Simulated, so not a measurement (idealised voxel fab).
process module | voxel tone inversion
cross-section cut | 160 nm wide | cells 5 nm
A cross-section is a grid of square cells, given in bands from the top down. A band is one or more rows of cells.
Each band's line starts with the height of the band's top and of its bottom, in nm. Then come its materials from left to right, each with its width in nm. One material with "throughout" fills the band from edge to edge. "air" is empty space.
Height 0 is the level under which the wafer as received is all one material. The lowest band goes on downwards, as in "0 down".
A width such as "30 to 40" changes by the same amount from each row of cells to the next, from the band's top row to its bottom row.
"no change" after a step means that no cell of the cross-section changed.
closed voids: empty space of 8 cells or more with no open way to the top, each as width x height at its distance from the left edge, in nm
after a step's settings: what the simulator itself notes on the step
overlay nm, on a step with a mask: how far to the right of its planned place the mask lay; to the left if negative
plan
1 op RECEIVE | material Si
2 op CONFORMAL_DEP | material SiCN | thk nm 5
3 op DIRECTIONAL_DEP | material polySi | thk nm 25
4 op PATTERN | tone cover | mask id POSTS | material resist | width nm 25 | pitch nm 50 | thk nm 35 | overlay nm -15
5 op DIRECTIONAL_ETCH | etch materials polySi | depth nm 25
6 op STRIP | etch materials resist
7 op FILL_DEP | material SiO2 | thk nm 10
8 op CMP | height nm 30
9 op STRIP | etch materials polySi
varied across the wafers: overlay nm of step 4. The plan shows the first wafer's value. All wafers start alike
first wafer as received, after step 1
  0 down: Si throughout
  closed voids: none
first wafer at the end, after step 9
  30 to 5: SiO2 25 | air 25 | SiO2 25 | air 25 | SiO2 60
  5 to 0: SiCN throughout
  0 down: Si throughout
  closed voids: none
last wafer at the end
  30 to 5: SiO2 55 | air 25 | SiO2 25 | air 25 | SiO2 30
  5 to 0: SiCN throughout
  0 down: Si throughout
  closed voids: none
each wafer at the end: cells of each material gained (+) or lost (-) since it was received, then its closed voids
overlay nm -15 | +32 SiCN | +110 SiO2 | closed voids: none
overlay nm -10 | +32 SiCN | +110 SiO2 | closed voids: none
overlay nm -5 | +32 SiCN | +110 SiO2 | closed voids: none
overlay nm 0 | +32 SiCN | +110 SiO2 | closed voids: none
overlay nm 5 | +32 SiCN | +110 SiO2 | closed voids: none
overlay nm 10 | +32 SiCN | +110 SiO2 | closed voids: none
overlay nm 15 | +32 SiCN | +110 SiO2 | closed voids: none
